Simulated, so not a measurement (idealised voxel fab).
The document below concerns the process module designated voxel wiring stack.
This is section cut - it's 275 nm across, gridded in 5 nm square cells.
Cross-section format: a grid of square cells, given as bands from top to bottom; each band is one or more rows of cells. Within each band entry, the heights of the top and of the bottom of the band appear first, in that order and in nm; the materials of the band then follow from left to right, each with its corresponding width in nm. The designation "throughout" on a single material indicates that it fills the band from edge to edge; the designation "empty" indicates empty space. Zero point of the height axis is 0; under it, received wafer = one material. Lowest band: continues down indefinitely, "0..down". It should be noted that a width expressed as "30..40" varies in equal increments from row to row of cells within the band, taking the value of the first number at the top row and that of the second number at the bottom row. Basically "everything unchanged" means that step didn't change any cell in the cross-section. Closed empty spaces (no open way to the top) of 8 cells or more are what "Sealed void inventory" lists, each as width x height at distance from the left edge, nm for all three. Formally, on a step line, whatever follows the settings is a remark that the simulator itself makes on the step. "overlay nm" on a masked step: distance the mask lay right of its planned place, negative for left.
The following list gives the planned process steps:
| 1 | op RECEIVE | material Si |
| 2 | op CONFORMAL_DEP | material SiO2 | thk nm 15 |
| 3 | op DIRECTIONAL_DEP | material TiN | thk nm 5 |
| 4 | op DIRECTIONAL_DEP | material Ru | thk nm 15 |
| 5 | op DIRECTIONAL_DEP | material aC | thk nm 15 |
| 6 | op PATTERN | tone cover | mask id METAL_1 | material resist | width nm 25 | pitch nm 40 | thk nm 35 | overlay nm 0 |
| 7 | op DIRECTIONAL_ETCH | etch materials aC | depth nm 15 |
| 8 | op STRIP | etch materials resist |
| 9 | op DIRECTIONAL_ETCH | etch materials Ru | depth nm 15 |
| 10 | op DIRECTIONAL_ETCH | etch materials TiN | depth nm 5 |
| 11 | op STRIP | etch materials aC |
| 12 | op FILL_DEP | material lowk | thk nm 5 |
| 13 | op CMP | height nm 35 |
| 14 | op CONFORMAL_DEP | material SiCN | thk nm 5 |
| 15 | op DIRECTIONAL_DEP | material lowk | thk nm 15 |
| 16 | op DIRECTIONAL_DEP | material aC | thk nm 15 |
| 17 | op PATTERN | tone open | mask id PLUG_1 | material resist | width nm 15 | pitch nm 40 | thk nm 35 | overlay nm 0 |
| 18 | op DIRECTIONAL_ETCH | etch materials aC | depth nm 15 |
| 19 | op STRIP | etch materials resist |
| 20 | op DIRECTIONAL_ETCH | etch materials lowk | depth nm 15 |
| 21 | op DIRECTIONAL_ETCH | etch materials SiCN | depth nm 5 |
| 22 | op STRIP | etch materials aC |
| 23 | op EPI | material Ru | thk nm 10 |
| 24 | op EPI | material Ru | thk nm 10 |
| 25 | op CONFORMAL_DEP | material SiN | thk nm 5 |
| 26 | op DIRECTIONAL_DEP | material SiO2 | thk nm 15 |
| 27 | op MASKED_ETCH | tone open | mask id METAL_2 | width nm 25 | pitch nm 40 | etch materials SiO2 | depth nm 15 | overlay nm 0 |
| 28 | op MASKED_ETCH | tone open | mask id METAL_2 | width nm 25 | pitch nm 40 | etch materials SiN | depth nm 5 | overlay nm 0 |
| 29 | op CONFORMAL_DEP | material TiN | thk nm 5 |
| 30 | op FILL_DEP | material Cu | thk nm 5 |
| 31 | op CMP | height nm 75 |
| 32 | op EPI | material Ru | thk nm 5 |
| 33 | op FILL_DEP | material SiCN | thk nm 5 |
| 34 | op DIRECTIONAL_DEP | material SiO2 | thk nm 35 |
| 35 | op MASKED_ETCH | tone open | mask id METAL_3 | width nm 25 | pitch nm 40 | etch materials SiO2 | depth nm 20 | overlay nm 0 |
| 36 | op DIRECTIONAL_DEP | material aC | thk nm 10 |
| 37 | op PATTERN | tone open | mask id METAL_3_HOLES | material resist | width nm 15 | pitch nm 80 | thk nm 30 | overlay nm 0 |
| 38 | op DIRECTIONAL_ETCH | etch materials aC | depth nm 10 |
| 39 | op STRIP | etch materials resist |
| 40 | op DIRECTIONAL_ETCH | etch materials SiO2 | depth nm 15 |
| 41 | op DIRECTIONAL_ETCH | etch materials SiCN | depth nm 5 |
| 42 | op STRIP | etch materials aC |
| 43 | op CONFORMAL_DEP | material TiN | thk nm 5 |
| 44 | op FILL_DEP | material Cu | thk nm 5 |
| 45 | op CMP | height nm 120 |
| 46 | op CONFORMAL_DEP | material SiN | thk nm 5 |
Incoming wafer, cross-sectional view, post step 1:
  0..down: Si throughout
  Sealed void inventory: none
Cross-section taken at module completion on the first of two wafers; processed per the plan:
  125..120: SiN throughout
  120..105: 65 nm SiO2, then 5 nm TiN, then 15 nm Cu, then 5 nm TiN, then 15 nm SiO2, then 5 nm TiN, then 15 nm Cu, then 5 nm TiN, then 15 nm SiO2, then 5 nm TiN, then 15 nm Cu, then 5 nm TiN, then 15 nm SiO2, then 5 nm TiN, then 15 nm Cu, then 5 nm TiN, then 65 nm SiO2
  105..100: 65 nm SiO2, then 5 nm TiN, then 5 nm Cu, then 15 nm TiN, then 15 nm SiO2, then 25 nm TiN, then 15 nm SiO2, then 5 nm TiN, then 5 nm Cu, then 15 nm TiN, then 15 nm SiO2, then 25 nm TiN, then 65 nm SiO2
  100..85: 65 nm SiO2, then 5 nm TiN, then 5 nm Cu, then 5 nm TiN, then 65 nm SiO2, then 5 nm TiN, then 5 nm Cu, then 5 nm TiN, then 115 nm SiO2
  85..80: 65 nm SiCN, then 15 nm TiN, then 65 nm SiCN, then 15 nm TiN, then 115 nm SiCN
  80..75: 60 nm SiCN, then 35 nm Ru, then 5 nm SiCN, then 35 nm Ru, then 5 nm SiCN, then 35 nm Ru, then 5 nm SiCN, then 35 nm Ru, then 60 nm SiCN
  75..60: 65 nm SiO2, then 5 nm TiN, then 15 nm Cu, then 5 nm TiN, then 15 nm SiO2, then 5 nm TiN, then 15 nm Cu, then 5 nm TiN, then 15 nm SiO2, then 5 nm TiN, then 15 nm Cu, then 5 nm TiN, then 15 nm SiO2, then 5 nm TiN, then 15 nm Cu, then 5 nm TiN, then 65 nm SiO2
  60..55: 65 nm SiN, then 25 nm TiN, then 15 nm SiN, then 25 nm TiN, then 15 nm SiN, then 25 nm TiN, then 15 nm SiN, then 25 nm TiN, then 65 nm SiN
  55..40: 65 nm lowk, then 15 nm Ru, then 25 nm lowk, then 15 nm Ru, then 25 nm lowk, then 15 nm Ru, then 25 nm lowk, then 15 nm Ru, then 75 nm lowk
  40..35: 65 nm SiCN, then 15 nm Ru, then 25 nm SiCN, then 15 nm Ru, then 25 nm SiCN, then 15 nm Ru, then 25 nm SiCN, then 15 nm Ru, then 75 nm SiCN
  35..20: 65 nm lowk, then 25 nm Ru, then 15 nm lowk, then 25 nm Ru, then 15 nm lowk, then 25 nm Ru, then 15 nm lowk, then 25 nm Ru, then 65 nm lowk
  20..15: 65 nm lowk, then 25 nm TiN, then 15 nm lowk, then 25 nm TiN, then 15 nm lowk, then 25 nm TiN, then 15 nm lowk, then 25 nm TiN, then 65 nm lowk
  15..0: SiO2 throughout
  0..down: Si throughout
  Sealed void inventory: none
Cross-sectional image of the second wafer of the two following completion of the module. Starting state and process plan were the same as for the first wafer; one execution error occurred:
  125..120: SiN throughout
  120..105: 65 nm SiO2, then 5 nm TiN, then 15 nm Cu, then 5 nm TiN, then 15 nm SiO2, then 5 nm TiN, then 15 nm Cu, then 5 nm TiN, then 15 nm SiO2, then 5 nm TiN, then 15 nm Cu, then 5 nm TiN, then 15 nm SiO2, then 5 nm TiN, then 15 nm Cu, then 5 nm TiN, then 65 nm SiO2
  105..100: 65 nm SiO2, then 5 nm TiN, then 5 nm Cu, then 15 nm TiN, then 15 nm SiO2, then 25 nm TiN, then 15 nm SiO2, then 5 nm TiN, then 5 nm Cu, then 15 nm TiN, then 15 nm SiO2, then 25 nm TiN, then 65 nm SiO2
  100..85: 65 nm SiO2, then 5 nm TiN, then 5 nm Cu, then 5 nm TiN, then 65 nm SiO2, then 5 nm TiN, then 5 nm Cu, then 5 nm TiN, then 115 nm SiO2
  85..80: 65 nm SiCN, then 15 nm TiN, then 65 nm SiCN, then 15 nm TiN, then 115 nm SiCN
  80..75: 60 nm SiCN, then 35 nm Ru, then 5 nm SiCN, then 35 nm Ru, then 5 nm SiCN, then 35 nm Ru, then 5 nm SiCN, then 35 nm Ru, then 60 nm SiCN
  75..70: 65 nm SiO2, then 5 nm TiN, then 15 nm Cu, then 5 nm TiN, then 15 nm SiO2, then 5 nm TiN, then 15 nm Cu, then 5 nm TiN, then 15 nm SiO2, then 5 nm TiN, then 15 nm Cu, then 5 nm TiN, then 15 nm SiO2, then 5 nm TiN, then 15 nm Cu, then 5 nm TiN, then 65 nm SiO2
  70..65: 50 nm SiO2, then 15 nm SiN, then 25 nm TiN, then 15 nm SiN, then 25 nm TiN, then 15 nm SiN, then 25 nm TiN, then 15 nm SiN, then 25 nm TiN, then 5 nm SiN, then 60 nm SiO2
  65..60: 50 nm SiO2, then 5 nm SiN, then 35 nm Ru, then 5 nm SiN, then 35 nm Ru, then 5 nm SiN, then 35 nm Ru, then 5 nm SiN, then 35 nm Ru, then 5 nm SiN, then 60 nm SiO2
  60..55: 55 nm SiN, then 35 nm Ru, then 5 nm SiN, then 35 nm Ru, then 5 nm SiN, then 35 nm Ru, then 5 nm SiN, then 35 nm Ru, then 65 nm SiN
  55..40: 65 nm lowk, then 15 nm Ru, then 25 nm lowk, then 15 nm Ru, then 25 nm lowk, then 15 nm Ru, then 25 nm lowk, then 15 nm Ru, then 75 nm lowk
  40..35: 65 nm SiCN, then 15 nm Ru, then 25 nm SiCN, then 15 nm Ru, then 25 nm SiCN, then 15 nm Ru, then 25 nm SiCN, then 15 nm Ru, then 75 nm SiCN
  35..20: 65 nm lowk, then 25 nm Ru, then 15 nm lowk, then 25 nm Ru, then 15 nm lowk, then 25 nm Ru, then 15 nm lowk, then 25 nm Ru, then 65 nm lowk
  20..15: 65 nm lowk, then 25 nm TiN, then 15 nm lowk, then 25 nm TiN, then 15 nm lowk, then 25 nm TiN, then 15 nm lowk, then 25 nm TiN, then 65 nm lowk
  15..0: SiO2 throughout
  0..down: Si throughout
  Sealed void inventory: none
Want to know what went wrong? one of 23 and 24 ran twice, no way to know which since they are all identical
at the end the second wafer has, in cells: -24 Cu; +56 Ru; +10 SiN; -26 SiO2; -16 TiN
